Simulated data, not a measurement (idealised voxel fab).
process module | voxel ribs on slabs
cross-section cut | 165 nm wide | cells 5 nm
A cross-section is a grid of square cells, given in bands from the top down. A band is one or more rows of cells.
Each band's line starts with the height of the band's top and of its bottom, in nm. Then come its materials from left to right, each with its width in nm. One material with "throughout" fills the band from edge to edge. "air" is empty space.
Height 0 is the level under which the wafer as received is all one material. The lowest band goes on downwards, as in "0 down".
A width such as "30 to 40" changes by the same amount from each row of cells to the next, from the band's top row to its bottom row.
"no change" after a step means that no cell of the cross-section changed.
closed voids: empty space of 8 cells or more with no open way to the top, each as width x height at its distance from the left edge, in nm
after a step's settings: what the simulator itself notes on the step
overlay nm, on a step with a mask: how far to the right of its planned place the mask lay; to the left if negative
plan
1 op RECEIVE | material Si
2 op DIRECTIONAL_DEP | material SiO2 | thk nm 30
3 op DIRECTIONAL_DEP | material polySi | thk nm 20
4 op MASKED_ETCH | tone cover | mask id RIB | width nm 30 | etch materials polySi | depth nm 15 | overlay nm 0
5 op MASKED_ETCH | tone cover | mask id SLAB | width nm 70 | etch materials polySi | depth nm 5 | overlay nm 0
6 op FILL_DEP | material SiO2 | thk nm 20
7 op CMP | height nm 60
8 op DIRECTIONAL_DEP | material W | thk nm 5
9 op PATTERN | tone cover | mask id HEATER | material resist | width nm 40 | thk nm 20 | overlay nm 0
10 op DIRECTIONAL_ETCH | etch materials W | depth nm 5
11 op STRIP | etch materials resist
12 op CONFORMAL_DEP | material SiO2 | thk nm 5
as received, after step 1
  0 down: Si throughout
  closed voids: none
first wafer at the end, as planned
  70 to 65: air 55 | SiO2 50 | air 60
  65 to 60: SiO2 60 | W 40 | SiO2 65
  60 to 50: SiO2 throughout
  50 to 35: SiO2 65 | polySi 30 | SiO2 70
  35 to 30: SiO2 45 | polySi 70 | SiO2 50
  30 to 0: SiO2 throughout
  0 down: Si throughout
  closed voids: none
second wafer at the end: like start, like plan, one mistake
  70 to 65: air 55 | SiO2 50 | air 60
  65 to 60: SiO2 60 | W 40 | SiO2 65
  60 to 45: SiO2 throughout
  45 to 35: SiO2 65 | polySi 30 | SiO2 70
  35 to 30: polySi 45 | SiO2 20 | polySi 30 | SiO2 20 | polySi 50
  30 to 0: SiO2 throughout
  0 down: Si throughout
  closed voids: none
what went wrong: step 5 ran as: op MASKED_ETCH | tone open | mask id SLAB | width nm 70 | etch materials polySi | depth nm 5 | overlay nm 0
at the end the second wafer has, in cells: 5 fewer of SiO2 | 5 more of polySi
